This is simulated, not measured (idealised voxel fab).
The following process module bears the name voxel transistor to metal.
The cross-section shown here is cut; it is 295 nm wide and divided into square cells measuring 5 nm on a side.
Square cells in a grid make up a cross-section in this document, and the grid is given as bands, listed from the top down, each one or more rows of cells. The entry gives the band's vertical extent as a top height and a bottom height in nm, then its horizontal make-up as materials from left to right, each with a width in nm. "empty" stands for empty space; a single material marked "all across" fills the band edge to edge. Zero point of the height axis is 0; under it, received wafer = one material. Lowest band: continues down indefinitely, "0 down". Graded width ("30->40"): value in top row of band = first number; value in bottom row = second number; row-to-row change constant. No cell of the cross-section changed in a step that is given as "nothing got changed". Enclosed voids (no open way to top), threshold 8 cells or more, entry "Closed cavities", notation width x height at distance, distance from left edge, nm. Past the settings on a step's line: simulator remark, on that step. overlay nm: step with mask; distance mask lay right of planned place; negative value = left of planned place.
The process steps that were planned are listed below
1 RECEIVE with material Si
2 OXIDIZE with depth nm 5
3 CONFORMAL_DEP with material SiN, thk nm 15
4 DIRECTIONAL_DEP with material aC, thk nm 10
5 PATTERN with tone cover, mask id ACTIVE, material resist, width nm 95, pitch nm 125, thk nm 30, overlay nm 0
6 DIRECTIONAL_ETCH with etch materials aC, depth nm 10
7 STRIP with etch materials resist
8 DIRECTIONAL_ETCH with etch materials SiN, depth nm 15
9 DIRECTIONAL_ETCH with etch materials SiO2, depth nm 5
10 DIRECTIONAL_ETCH with etch materials Si, depth nm 35
11 STRIP with etch materials aC
12 OXIDIZE with depth nm 5
13 FILL_DEP with material SiO2, thk nm 15
14 CMP with height nm 15
15 SELECTIVE_ETCH with etch materials SiO2, depth nm 5
16 STRIP with etch materials SiN
17 SELECTIVE_ETCH with etch materials SiO2, depth nm 5
18 OXIDIZE with depth nm 5
19 DIRECTIONAL_DEP with material polySi, thk nm 30
20 DIRECTIONAL_DEP with material SiCN, thk nm 15
21 MASKED_ETCH with tone cover, mask id GATE, width nm 25, pitch nm 125, etch materials SiCN, depth nm 25, overlay nm 0
22 MASKED_ETCH with tone cover, mask id GATE, width nm 25, pitch nm 125, etch materials polySi, depth nm 40, overlay nm 0
23 CONFORMAL_DEP with material SiN, thk nm 5
24 DIRECTIONAL_ETCH with etch materials SiN, depth nm 5
25 DIRECTIONAL_ETCH with etch materials SiO2, depth nm 5
26 EPI with material nSi, thk nm 5
27 FILL_DEP with material SiO2, thk nm 5
28 CMP with height nm 40
29 DIRECTIONAL_DEP with material SiO2, thk nm 10
30 DIRECTIONAL_DEP with material aC, thk nm 10
31 PATTERN with tone open, mask id CONTACT, material resist, width nm 25, thk nm 30, overlay nm 0
32 DIRECTIONAL_ETCH with etch materials aC, depth nm 10
33 STRIP with etch materials resist
34 DIRECTIONAL_ETCH with etch materials SiO2, depth nm 55
35 STRIP with etch materials aC
36 CONFORMAL_DEP with material TiN, thk nm 5
37 FILL_DEP with material Ru, thk nm 10
38 CMP with height nm 50
39 DIRECTIONAL_DEP with material TiN, thk nm 5
40 DIRECTIONAL_DEP with material W, thk nm 15
41 DIRECTIONAL_DEP with material aC, thk nm 15
42 PATTERN with tone cover, mask id METAL_1, material resist, width nm 15, thk nm 35, overlay nm 0
43 DIRECTIONAL_ETCH with etch materials aC, depth nm 15
44 STRIP with etch materials resist
45 DIRECTIONAL_ETCH with etch materials W, depth nm 15
46 DIRECTIONAL_ETCH with etch materials TiN, depth nm 5
47 STRIP with etch materials aC
48 FILL_DEP with material SiO2, thk nm 5
49 CMP with height nm 70
50 CONFORMAL_DEP with material SiN, thk nm 5
first wafer, as planned
Cross-sectional view of the wafer in its as-received condition, corresponding to the state after step 1
  0 down  Si all across
  Closed cavities: none
Presented here is a cross-section of the wafer after step 2 has been performed
  0 to -5  SiO2 all across
  For the remainder of the cross-section, below -5, there is no change.
Presented here is a cross-section of the wafer after step 3 has been performed
  15 to 0  SiN all across
  For the remainder of the cross-section, below 0, there is no change.
Presented here is a cross-section of the wafer after step 4 has been performed
  25 to 15  aC all across
  For the remainder of the cross-section, below 15, there is no change.
Presented here is a cross-section of the wafer after step 5 has been performed
  55 to 25  35 empty, then 95 resist, then 30 empty, then 95 resist, then 40 empty
  For the remainder of the cross-section, below 25, there is no change.
Presented here is a cross-section of the wafer after step 6 has been performed
  45 to 25  35 empty, then 95 resist, then 30 empty, then 95 resist, then 40 empty
  25 to 15  35 empty, then 95 aC, then 30 empty, then 95 aC, then 40 empty
  For the remainder of the cross-section, below 15, there is no change.
Presented here is a cross-section of the wafer after step 7 has been performed
  25 to 15  35 empty, then 95 aC, then 30 empty, then 95 aC, then 40 empty
  For the remainder of the cross-section, below 15, there is no change.
Presented here is a cross-section of the wafer after step 8 has been performed
  25 to 15  35 empty, then 95 aC, then 30 empty, then 95 aC, then 40 empty
  15 to 0  35 empty, then 95 SiN, then 30 empty, then 95 SiN, then 40 empty
  For the remainder of the cross-section, below 0, there is no change.
Presented here is a cross-section of the wafer after step 9 has been performed
  25 to 15  35 empty, then 95 aC, then 30 empty, then 95 aC, then 40 empty
  15 to 0  35 empty, then 95 SiN, then 30 empty, then 95 SiN, then 40 empty
  0 to -5  35 empty, then 95 SiO2, then 30 empty, then 95 SiO2, then 40 empty
  For the remainder of the cross-section, below -5, there is no change.
Presented here is a cross-section of the wafer after step 10 has been performed
  25 to 15  35 empty, then 95 aC, then 30 empty, then 95 aC, then 40 empty
  15 to 0  35 empty, then 95 SiN, then 30 empty, then 95 SiN, then 40 empty
  0 to -5  35 empty, then 95 SiO2, then 30 empty, then 95 SiO2, then 40 empty
  -5 to -40  35 empty, then 95 Si, then 30 empty, then 95 Si, then 40 empty
  For the remainder of the cross-section, below -40, there is no change.
Presented here is a cross-section of the wafer after step 11 has been performed
  15 to 0  35 empty, then 95 SiN, then 30 empty, then 95 SiN, then 40 empty
  For the remainder of the cross-section, below 0, there is no change.
Presented here is a cross-section of the wafer after step 12 has been performed
  15 to 0  35 empty, then 95 SiN, then 30 empty, then 95 SiN, then 40 empty
  0 to -5  35 empty, then 95 SiO2, then 30 empty, then 95 SiO2, then 40 empty
  -5 to -40  35 empty, then 5 SiO2, then 85 Si, then 5 SiO2, then 30 empty, then 5 SiO2, then 85 Si, then 5 SiO2, then 40 empty
  -40 to -45  40 SiO2, then 85 Si, then 40 SiO2, then 85 Si, then 45 SiO2
  For the remainder of the cross-section, below -45, there is no change.
Presented here is a cross-section of the wafer after step 13 has been performed
  30 to 15  SiO2 all across
  15 to 0  35 SiO2, then 95 SiN, then 30 SiO2, then 95 SiN, then 40 SiO2
  0 to -5  SiO2 all across
  -5 to -45  40 SiO2, then 85 Si, then 40 SiO2, then 85 Si, then 45 SiO2
  For the remainder of the cross-section, below -45, there is no change.
Presented here is a cross-section of the wafer after step 14 has been performed
  15 to 0  35 SiO2, then 95 SiN, then 30 SiO2, then 95 SiN, then 40 SiO2
  For the remainder of the cross-section, below 0, there is no change.
Presented here is a cross-section of the wafer after step 15 has been performed
  15 to 10  35 empty, then 95 SiN, then 30 empty, then 95 SiN, then 40 empty
  For the remainder of the cross-section, below 10, there is no change.
Presented here is a cross-section of the wafer after step 16 has been performed
  10 to 0  35 SiO2, then 95 empty, then 30 SiO2, then 95 empty, then 40 SiO2
  For the remainder of the cross-section, below 0, there is no change.
Presented here is a cross-section of the wafer after step 17 has been performed
  5 to -5  30 SiO2, then 105 empty, then 20 SiO2, then 105 empty, then 35 SiO2
  For the remainder of the cross-section, below -5, there is no change.
Presented here is a cross-section of the wafer after step 18 has been performed
  5 to -5  30 SiO2, then 105 empty, then 20 SiO2, then 105 empty, then 35 SiO2
  -5 to -10  SiO2 all across
  For the remainder of the cross-section, below -10, there is no change.
Presented here is a cross-section of the wafer after step 19 has been performed
  35 to 25  30 polySi, then 105 empty, then 20 polySi, then 105 empty, then 35 polySi
  25 to 5  polySi all across
  5 to -5  30 SiO2, then 105 polySi, then 20 SiO2, then 105 polySi, then 35 SiO2
  For the remainder of the cross-section, below -5, there is no change.
Presented here is a cross-section of the wafer after step 20 has been performed
  50 to 40  30 SiCN, then 105 empty, then 20 SiCN, then 105 empty, then 35 SiCN
  40 to 35  SiCN all across
  35 to 25  30 polySi, then 105 SiCN, then 20 polySi, then 105 SiCN, then 35 polySi
  For the remainder of the cross-section, below 25, there is no change.
Presented here is a cross-section of the wafer after step 21 has been performed
  40 to 35  70 empty, then 25 SiCN, then 100 empty, then 25 SiCN, then 75 empty
  35 to 25  30 polySi, then 40 empty, then 25 SiCN, then 40 empty, then 20 polySi, then 40 empty, then 25 SiCN, then 40 empty, then 35 polySi
  For the remainder of the cross-section, below 25, there is no change.
Presented here is a cross-section of the wafer after step 22 has been performed
  40 to 25  70 empty, then 25 SiCN, then 100 empty, then 25 SiCN, then 75 empty
  25 to 5  70 empty, then 25 polySi, then 100 empty, then 25 polySi, then 75 empty
  5 to -5  30 SiO2, then 40 empty, then 25 polySi, then 40 empty, then 20 SiO2, then 40 empty, then 25 polySi, then 40 empty, then 35 SiO2
  For the remainder of the cross-section, below -5, there is no change.
Presented here is a cross-section of the wafer after step 23 has been performed
  45 to 40  65 empty, then 35 SiN, then 90 empty, then 35 SiN, then 70 empty
  40 to 25  65 empty, then 5 SiN, then 25 SiCN, then 5 SiN, then 90 empty, then 5 SiN, then 25 SiCN, then 5 SiN, then 70 empty
  25 to 10  65 empty, then 5 SiN, then 25 polySi, then 5 SiN, then 90 empty, then 5 SiN, then 25 polySi, then 5 SiN, then 70 empty
  10 to 5  35 SiN, then 30 empty, then 5 SiN, then 25 polySi, then 5 SiN, then 30 empty, then 30 SiN, then 30 empty, then 5 SiN, then 25 polySi, then 5 SiN, then 30 empty, then 40 SiN
  5 to 0  30 SiO2, then 5 SiN, then 30 empty, then 5 SiN, then 25 polySi, then 5 SiN, then 30 empty, then 5 SiN, then 20 SiO2, then 5 SiN, then 30 empty, then 5 SiN, then 25 polySi, then 5 SiN, then 30 empty, then 5 SiN, then 35 SiO2
  0 to -5  30 SiO2, then 40 SiN, then 25 polySi, then 40 SiN, then 20 SiO2, then 40 SiN, then 25 polySi, then 40 SiN, then 35 SiO2
  For the remainder of the cross-section, below -5, there is no change.
Presented here is a cross-section of the wafer after step 24 has been performed
  40 to 25  65 empty, then 5 SiN, then 25 SiCN, then 5 SiN, then 90 empty, then 5 SiN, then 25 SiCN, then 5 SiN, then 70 empty
  25 to 5  65 empty, then 5 SiN, then 25 polySi, then 5 SiN, then 90 empty, then 5 SiN, then 25 polySi, then 5 SiN, then 70 empty
  5 to -5  30 SiO2, then 5 SiN, then 30 empty, then 5 SiN, then 25 polySi, then 5 SiN, then 30 empty, then 5 SiN, then 20 SiO2, then 5 SiN, then 30 empty, then 5 SiN, then 25 polySi, then 5 SiN, then 30 empty, then 5 SiN, then 35 SiO2
  For the remainder of the cross-section, below -5, there is no change.
Presented here is a cross-section of the wafer after step 25 has been performed
  40 to 25  65 empty, then 5 SiN, then 25 SiCN, then 5 SiN, then 90 empty, then 5 SiN, then 25 SiCN, then 5 SiN, then 70 empty
  25 to 5  65 empty, then 5 SiN, then 25 polySi, then 5 SiN, then 90 empty, then 5 SiN, then 25 polySi, then 5 SiN, then 70 empty
  5 to 0  30 empty, then 5 SiN, then 30 empty, then 5 SiN, then 25 polySi, then 5 SiN, then 30 empty, then 5 SiN, then 20 empty, then 5 SiN, then 30 empty, then 5 SiN, then 25 polySi, then 5 SiN, then 30 empty, then 5 SiN, then 35 empty
  0 to -5  30 SiO2, then 5 SiN, then 30 empty, then 5 SiN, then 25 polySi, then 5 SiN, then 30 empty, then 5 SiN, then 20 SiO2, then 5 SiN, then 30 empty, then 5 SiN, then 25 polySi, then 5 SiN, then 30 empty, then 5 SiN, then 35 SiO2
  -5 to -10  35 SiO2, then 30 empty, then 35 SiO2, then 30 empty, then 30 SiO2, then 30 empty, then 35 SiO2, then 30 empty, then 40 SiO2
  For the remainder of the cross-section, below -10, there is no change.
Presented here is a cross-section of the wafer after step 26 has been performed
  40 to 25  65 empty, then 5 SiN, then 25 SiCN, then 5 SiN, then 90 empty, then 5 SiN, then 25 SiCN, then 5 SiN, then 70 empty
  25 to 5  65 empty, then 5 SiN, then 25 polySi, then 5 SiN, then 90 empty, then 5 SiN, then 25 polySi, then 5 SiN, then 70 empty
  5 to 0  30 empty, then 5 SiN, then 30 empty, then 5 SiN, then 25 polySi, then 5 SiN, then 30 empty, then 5 SiN, then 20 empty, then 5 SiN, then 30 empty, then 5 SiN, then 25 polySi, then 5 SiN, then 30 empty, then 5 SiN, then 35 empty
  0 to -5  30 SiO2, then 5 SiN, then 30 empty, then 5 SiN, then 25 polySi, then 5 SiN, then 30 empty, then 5 SiN, then 20 SiO2, then 5 SiN, then 30 empty, then 5 SiN, then 25 polySi, then 5 SiN, then 30 empty, then 5 SiN, then 35 SiO2
  -5 to -10  35 SiO2, then 30 nSi, then 35 SiO2, then 30 nSi, then 30 SiO2, then 30 nSi, then 35 SiO2, then 30 nSi, then 40 SiO2
  For the remainder of the cross-section, below -10, there is no change.
Presented here is a cross-section of the wafer after step 27 has been performed
  45 to 40  SiO2 all across
  40 to 25  65 SiO2, then 5 SiN, then 25 SiCN, then 5 SiN, then 90 SiO2, then 5 SiN, then 25 SiCN, then 5 SiN, then 70 SiO2
  25 to 5  65 SiO2, then 5 SiN, then 25 polySi, then 5 SiN, then 90 SiO2, then 5 SiN, then 25 polySi, then 5 SiN, then 70 SiO2
  5 to -5  30 SiO2, then 5 SiN, then 30 SiO2, then 5 SiN, then 25 polySi, then 5 SiN, then 30 SiO2, then 5 SiN, then 20 SiO2, then 5 SiN, then 30 SiO2, then 5 SiN, then 25 polySi, then 5 SiN, then 30 SiO2, then 5 SiN, then 35 SiO2
  For the remainder of the cross-section, below -5, there is no change.
Presented here is a cross-section of the wafer after step 28 has been performed
  40 to 25  65 SiO2, then 5 SiN, then 25 SiCN, then 5 SiN, then 90 SiO2, then 5 SiN, then 25 SiCN, then 5 SiN, then 70 SiO2
  For the remainder of the cross-section, below 25, there is no change.
Presented here is a cross-section of the wafer after step 29 has been performed
  50 to 40  SiO2 all across
  For the remainder of the cross-section, below 40, there is no change.
Presented here is a cross-section of the wafer after step 30 has been performed
  60 to 50  aC all across
  For the remainder of the cross-section, below 50, there is no change.
Presented here is a cross-section of the wafer after step 31 has been performed
  90 to 60  40 resist, then 25 empty, then 35 resist, then 25 empty, then 40 resist, then 25 empty, then 35 resist, then 25 empty, then 45 resist
  For the remainder of the cross-section, below 60, there is no change.
Presented here is a cross-section of the wafer after step 32 has been performed
  80 to 60  40 resist, then 25 empty, then 35 resist, then 25 empty, then 40 resist, then 25 empty, then 35 resist, then 25 empty, then 45 resist
  60 to 50  40 aC, then 25 empty, then 35 aC, then 25 empty, then 40 aC, then 25 empty, then 35 aC, then 25 empty, then 45 aC
  For the remainder of the cross-section, below 50, there is no change.
Presented here is a cross-section of the wafer after step 33 has been performed
  60 to 50  40 aC, then 25 empty, then 35 aC, then 25 empty, then 40 aC, then 25 empty, then 35 aC, then 25 empty, then 45 aC
  For the remainder of the cross-section, below 50, there is no change.
Presented here is a cross-section of the wafer after step 34 has been performed
  60 to 50  40 aC, then 25 empty, then 35 aC, then 25 empty, then 40 aC, then 25 empty, then 35 aC, then 25 empty, then 45 aC
  50 to 40  40 SiO2, then 25 empty, then 35 SiO2, then 25 empty, then 40 SiO2, then 25 empty, then 35 SiO2, then 25 empty, then 45 SiO2
  40 to 25  40 SiO2, then 25 empty, then 5 SiN, then 25 SiCN, then 5 SiN, then 25 empty, then 40 SiO2, then 25 empty, then 5 SiN, then 25 SiCN, then 5 SiN, then 25 empty, then 45 SiO2
  25 to 5  40 SiO2, then 25 empty, then 5 SiN, then 25 polySi, then 5 SiN, then 25 empty, then 40 SiO2, then 25 empty, then 5 SiN, then 25 polySi, then 5 SiN, then 25 empty, then 45 SiO2
  5 to -5  30 SiO2, then 5 SiN, then 5 SiO2, then 25 empty, then 5 SiN, then 25 polySi, then 5 SiN, then 25 empty, then 5 SiO2, then 5 SiN, then 20 SiO2, then 5 SiN, then 5 SiO2, then 25 empty, then 5 SiN, then 25 polySi, then 5 SiN, then 25 empty, then 5 SiO2, then 5 SiN, then 35 SiO2
  For the remainder of the cross-section, below -5, there is no change.
Presented here is a cross-section of the wafer after step 35 has been performed
  50 to 40  40 SiO2, then 25 empty, then 35 SiO2, then 25 empty, then 40 SiO2, then 25 empty, then 35 SiO2, then 25 empty, then 45 SiO2
  For the remainder of the cross-section, below 40, there is no change.
Presented here is a cross-section of the wafer after step 36 has been performed
  55 to 50  45 TiN, then 15 empty, then 45 TiN, then 15 empty, then 50 TiN, then 15 empty, then 45 TiN, then 15 empty, then 50 TiN
  50 to 40  40 SiO2, then 5 TiN, then 15 empty, then 5 TiN, then 35 SiO2, then 5 TiN, then 15 empty, then 5 TiN, then 40 SiO2, then 5 TiN, then 15 empty, then 5 TiN, then 35 SiO2, then 5 TiN, then 15 empty, then 5 TiN, then 45 SiO2
  40 to 25  40 SiO2, then 5 TiN, then 15 empty, then 5 TiN, then 5 SiN, then 25 SiCN, then 5 SiN, then 5 TiN, then 15 empty, then 5 TiN, then 40 SiO2, then 5 TiN, then 15 empty, then 5 TiN, then 5 SiN, then 25 SiCN, then 5 SiN, then 5 TiN, then 15 empty, then 5 TiN, then 45 SiO2
  25 to 5  40 SiO2, then 5 TiN, then 15 empty, then 5 TiN, then 5 SiN, then 25 polySi, then 5 SiN, then 5 TiN, then 15 empty, then 5 TiN, then 40 SiO2, then 5 TiN, then 15 empty, then 5 TiN, then 5 SiN, then 25 polySi, then 5 SiN, then 5 TiN, then 15 empty, then 5 TiN, then 45 SiO2
  5 to 0  30 SiO2, then 5 SiN, then 5 SiO2, then 5 TiN, then 15 empty, then 5 TiN, then 5 SiN, then 25 polySi, then 5 SiN, then 5 TiN, then 15 empty, then 5 TiN, then 5 SiO2, then 5 SiN, then 20 SiO2, then 5 SiN, then 5 SiO2, then 5 TiN, then 15 empty, then 5 TiN, then 5 SiN, then 25 polySi, then 5 SiN, then 5 TiN, then 15 empty, then 5 TiN, then 5 SiO2, then 5 SiN, then 35 SiO2
  0 to -5  30 SiO2, then 5 SiN, then 5 SiO2, then 25 TiN, then 5 SiN, then 25 polySi, then 5 SiN, then 25 TiN, then 5 SiO2, then 5 SiN, then 20 SiO2, then 5 SiN, then 5 SiO2, then 25 TiN, then 5 SiN, then 25 polySi, then 5 SiN, then 25 TiN, then 5 SiO2, then 5 SiN, then 35 SiO2
  For the remainder of the cross-section, below -5, there is no change.
Presented here is a cross-section of the wafer after step 37 has been performed
  65 to 55  Ru all across
  55 to 50  45 TiN, then 15 Ru, then 45 TiN, then 15 Ru, then 50 TiN, then 15 Ru, then 45 TiN, then 15 Ru, then 50 TiN
  50 to 40  40 SiO2, then 5 TiN, then 15 Ru, then 5 TiN, then 35 SiO2, then 5 TiN, then 15 Ru, then 5 TiN, then 40 SiO2, then 5 TiN, then 15 Ru, then 5 TiN, then 35 SiO2, then 5 TiN, then 15 Ru, then 5 TiN, then 45 SiO2
  40 to 25  40 SiO2, then 5 TiN, then 15 Ru, then 5 TiN, then 5 SiN, then 25 SiCN, then 5 SiN, then 5 TiN, then 15 Ru, then 5 TiN, then 40 SiO2, then 5 TiN, then 15 Ru, then 5 TiN, then 5 SiN, then 25 SiCN, then 5 SiN, then 5 TiN, then 15 Ru, then 5 TiN, then 45 SiO2
  25 to 5  40 SiO2, then 5 TiN, then 15 Ru, then 5 TiN, then 5 SiN, then 25 polySi, then 5 SiN, then 5 TiN, then 15 Ru, then 5 TiN, then 40 SiO2, then 5 TiN, then 15 Ru, then 5 TiN, then 5 SiN, then 25 polySi, then 5 SiN, then 5 TiN, then 15 Ru, then 5 TiN, then 45 SiO2
  5 to 0  30 SiO2, then 5 SiN, then 5 SiO2, then 5 TiN, then 15 Ru, then 5 TiN, then 5 SiN, then 25 polySi, then 5 SiN, then 5 TiN, then 15 Ru, then 5 TiN, then 5 SiO2, then 5 SiN, then 20 SiO2, then 5 SiN, then 5 SiO2, then 5 TiN, then 15 Ru, then 5 TiN, then 5 SiN, then 25 polySi, then 5 SiN, then 5 TiN, then 15 Ru, then 5 TiN, then 5 SiO2, then 5 SiN, then 35 SiO2
  For the remainder of the cross-section, below 0, there is no change.
Presented here is a cross-section of the wafer after step 38 has been performed
  50 to 40  40 SiO2, then 5 TiN, then 15 Ru, then 5 TiN, then 35 SiO2, then 5 TiN, then 15 Ru, then 5 TiN, then 40 SiO2, then 5 TiN, then 15 Ru, then 5 TiN, then 35 SiO2, then 5 TiN, then 15 Ru, then 5 TiN, then 45 SiO2
  For the remainder of the cross-section, below 40, there is no change.
Presented here is a cross-section of the wafer after step 39 has been performed
  55 to 50  TiN all across
  For the remainder of the cross-section, below 50, there is no change.
Presented here is a cross-section of the wafer after step 40 has been performed
  70 to 55  W all across
  For the remainder of the cross-section, below 55, there is no change.
Presented here is a cross-section of the wafer after step 41 has been performed
  85 to 70  aC all across
  For the remainder of the cross-section, below 70, there is no change.
Presented here is a cross-section of the wafer after step 42 has been performed
  120 to 85  40 empty, then 15 resist, then 55 empty, then 15 resist, then 40 empty, then 15 resist, then 55 empty, then 15 resist, then 45 empty
  For the remainder of the cross-section, below 85, there is no change.
Presented here is a cross-section of the wafer after step 43 has been performed
  105 to 85  40 empty, then 15 resist, then 55 empty, then 15 resist, then 40 empty, then 15 resist, then 55 empty, then 15 resist, then 45 empty
  85 to 70  40 empty, then 15 aC, then 55 empty, then 15 aC, then 40 empty, then 15 aC, then 55 empty, then 15 aC, then 45 empty
  For the remainder of the cross-section, below 70, there is no change.
Presented here is a cross-section of the wafer after step 44 has been performed
  85 to 70  40 empty, then 15 aC, then 55 empty, then 15 aC, then 40 empty, then 15 aC, then 55 empty, then 15 aC, then 45 empty
  For the remainder of the cross-section, below 70, there is no change.
Presented here is a cross-section of the wafer after step 45 has been performed
  85 to 70  40 empty, then 15 aC, then 55 empty, then 15 aC, then 40 empty, then 15 aC, then 55 empty, then 15 aC, then 45 empty
  70 to 55  40 empty, then 15 W, then 55 empty, then 15 W, then 40 empty, then 15 W, then 55 empty, then 15 W, then 45 empty
  For the remainder of the cross-section, below 55, there is no change.
Presented here is a cross-section of the wafer after step 46 has been performed
  85 to 70  40 empty, then 15 aC, then 55 empty, then 15 aC, then 40 empty, then 15 aC, then 55 empty, then 15 aC, then 45 empty
  70 to 55  40 empty, then 15 W, then 55 empty, then 15 W, then 40 empty, then 15 W, then 55 empty, then 15 W, then 45 empty
  55 to 50  40 empty, then 15 TiN, then 55 empty, then 15 TiN, then 40 empty, then 15 TiN, then 55 empty, then 15 TiN, then 45 empty
  For the remainder of the cross-section, below 50, there is no change.
Presented here is a cross-section of the wafer after step 47 has been performed
  70 to 55  40 empty, then 15 W, then 55 empty, then 15 W, then 40 empty, then 15 W, then 55 empty, then 15 W, then 45 empty
  For the remainder of the cross-section, below 55, there is no change.
Presented here is a cross-section of the wafer after step 48 has been performed
  75 to 70  SiO2 all across
  70 to 55  40 SiO2, then 15 W, then 55 SiO2, then 15 W, then 40 SiO2, then 15 W, then 55 SiO2, then 15 W, then 45 SiO2
  55 to 50  40 SiO2, then 15 TiN, then 55 SiO2, then 15 TiN, then 40 SiO2, then 15 TiN, then 55 SiO2, then 15 TiN, then 45 SiO2
  For the remainder of the cross-section, below 50, there is no change.
Presented here is a cross-section of the wafer after step 49 has been performed
  70 to 55  40 SiO2, then 15 W, then 55 SiO2, then 15 W, then 40 SiO2, then 15 W, then 55 SiO2, then 15 W, then 45 SiO2
  For the remainder of the cross-section, below 55, there is no change.
Presented here is a cross-section of the wafer after step 50 has been performed
  75 to 70  SiN all across
  For the remainder of the cross-section, below 70, there is no change.
Second Wafer (Identical Start and Plan, One Processing Error; Matches First Wafer Through Step 41)
when step 42 should have ended
  120 to 85  40 resist, then 15 empty, then 55 resist, then 15 empty, then 40 resist, then 15 empty, then 55 resist, then 15 empty, then 45 resist
  For the remainder of the cross-section, below 85, there is no change.
when step 43 should have ended
  105 to 85  40 resist, then 15 empty, then 55 resist, then 15 empty, then 40 resist, then 15 empty, then 55 resist, then 15 empty, then 45 resist
  85 to 70  40 aC, then 15 empty, then 55 aC, then 15 empty, then 40 aC, then 15 empty, then 55 aC, then 15 empty, then 45 aC
  For the remainder of the cross-section, below 70, there is no change.
when step 44 should have ended
  85 to 70  40 aC, then 15 empty, then 55 aC, then 15 empty, then 40 aC, then 15 empty, then 55 aC, then 15 empty, then 45 aC
  For the remainder of the cross-section, below 70, there is no change.
when step 45 should have ended
  85 to 70  40 aC, then 15 empty, then 55 aC, then 15 empty, then 40 aC, then 15 empty, then 55 aC, then 15 empty, then 45 aC
  70 to 55  40 W, then 15 empty, then 55 W, then 15 empty, then 40 W, then 15 empty, then 55 W, then 15 empty, then 45 W
  For the remainder of the cross-section, below 55, there is no change.
when step 46 should have ended
  85 to 70  40 aC, then 15 empty, then 55 aC, then 15 empty, then 40 aC, then 15 empty, then 55 aC, then 15 empty, then 45 aC
  70 to 55  40 W, then 15 empty, then 55 W, then 15 empty, then 40 W, then 15 empty, then 55 W, then 15 empty, then 45 W
  55 to 50  40 TiN, then 15 empty, then 55 TiN, then 15 empty, then 40 TiN, then 15 empty, then 55 TiN, then 15 empty, then 45 TiN
  For the remainder of the cross-section, below 50, there is no change.
when step 47 should have ended
  70 to 55  40 W, then 15 empty, then 55 W, then 15 empty, then 40 W, then 15 empty, then 55 W, then 15 empty, then 45 W
  For the remainder of the cross-section, below 55, there is no change.
when step 48 should have ended
  75 to 70  SiO2 all across
  70 to 55  40 W, then 15 SiO2, then 55 W, then 15 SiO2, then 40 W, then 15 SiO2, then 55 W, then 15 SiO2, then 45 W
  55 to 50  40 TiN, then 15 SiO2, then 55 TiN, then 15 SiO2, then 40 TiN, then 15 SiO2, then 55 TiN, then 15 SiO2, then 45 TiN
  For the remainder of the cross-section, below 50, there is no change.
when step 49 should have ended
  70 to 55  40 W, then 15 SiO2, then 55 W, then 15 SiO2, then 40 W, then 15 SiO2, then 55 W, then 15 SiO2, then 45 W
  For the remainder of the cross-section, below 55, there is no change.
when step 50 should have ended
  75 to 70  SiN all across
  For the remainder of the cross-section, below 70, there is no change.
Which mistake was made when the wafer was run? it should be noted that step 42 was executed with settings other than those planned, the operation and settings actually applied being PATTERN with tone open, mask id METAL_1, material resist, width nm 15, thk nm 35, overlay nm 0
Wrapping up, a cell-based count of both wafers puts the second over or under the first for these materials: SiO2 -140, TiN +35, W +105
